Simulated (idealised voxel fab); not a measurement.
Process module name: voxel local oxidation
Shown is cross-section cut, with a width of 210 nm and square cells of size 5 nm.
Cross-section layout: square cells on a grid; listed as bands, top to bottom; a band spans one or more cell rows. Top, bottom (nm), then materials left to right with widths (nm); lone material tagged "all across" fills the whole band edge to edge; "blank" = empty space. The level at which height equals 0 is the one under which the wafer, as it arrives, is entirely one material. No lower edge exists for the bottom band, which continues downward and is notated as in "0 nm and below". Note: "30->40" means the width goes from the first number (top row of the band) to the second number (bottom row) in equal steps per row of cells. A step reported as "all unchanged" is a step in which no cell of the cross-section changed. The label "Enclosed void inventory" introduces a list of the empty spaces, 8 cells or larger, that have no open way up to the top; each entry in it reads width x height at distance, where the distance is taken from the left edge and all three are stated in nm. Post-settings text on a step line: simulator's own remark regarding the step. overlay nm: mask offset rightward from planned place, masked step; negative means leftward offset.
STEPS IN THE PROCESS PLAN
| 1 | RECEIVE,material Si |
| 2 | OXIDIZE,depth nm 5 |
| 3 | CONFORMAL_DEP,material SiN,thk nm 10 |
| 4 | DIRECTIONAL_DEP,material aC,thk nm 15 |
| 5 | PATTERN,tone cover,mask id ACTIVE,material resist,width nm 90,thk nm 30,overlay nm 0 |
| 6 | DIRECTIONAL_ETCH,etch materials aC,depth nm 15 |
| 7 | STRIP,etch materials resist |
| 8 | DIRECTIONAL_ETCH,etch materials SiN,depth nm 10 |
| 9 | STRIP,etch materials aC |
| 10 | SELECTIVE_ETCH,etch materials SiO2,depth nm 5 |
| 11 | OXIDIZE,depth nm 15 |
| 12 | STRIP,etch materials SiN |
CROSS-SECTION OF THE WAFER UPON ARRIVAL, REPRESENTING THE STATE REACHED AFTER STEP 1
* 0 nm and below: Si all across
* Enclosed void inventory: none
CROSS-SECTION, END OF MODULE. START: AS ABOVE. PLAN: AS ABOVE. EXECUTION: ONE MISTAKE
* 0 nm to -5 nm: blank: 65, then SiO2: 80, then blank: 65
* -5 nm to -30 nm: SiO2: 90, then Si: 30, then SiO2: 90
* -30 nm and below: Si all across
* Enclosed void inventory: none
In executing the process, a mistake was made relative to the plan: step 11 did not use the planned setting and instead ran as OXIDIZE,depth nm 25
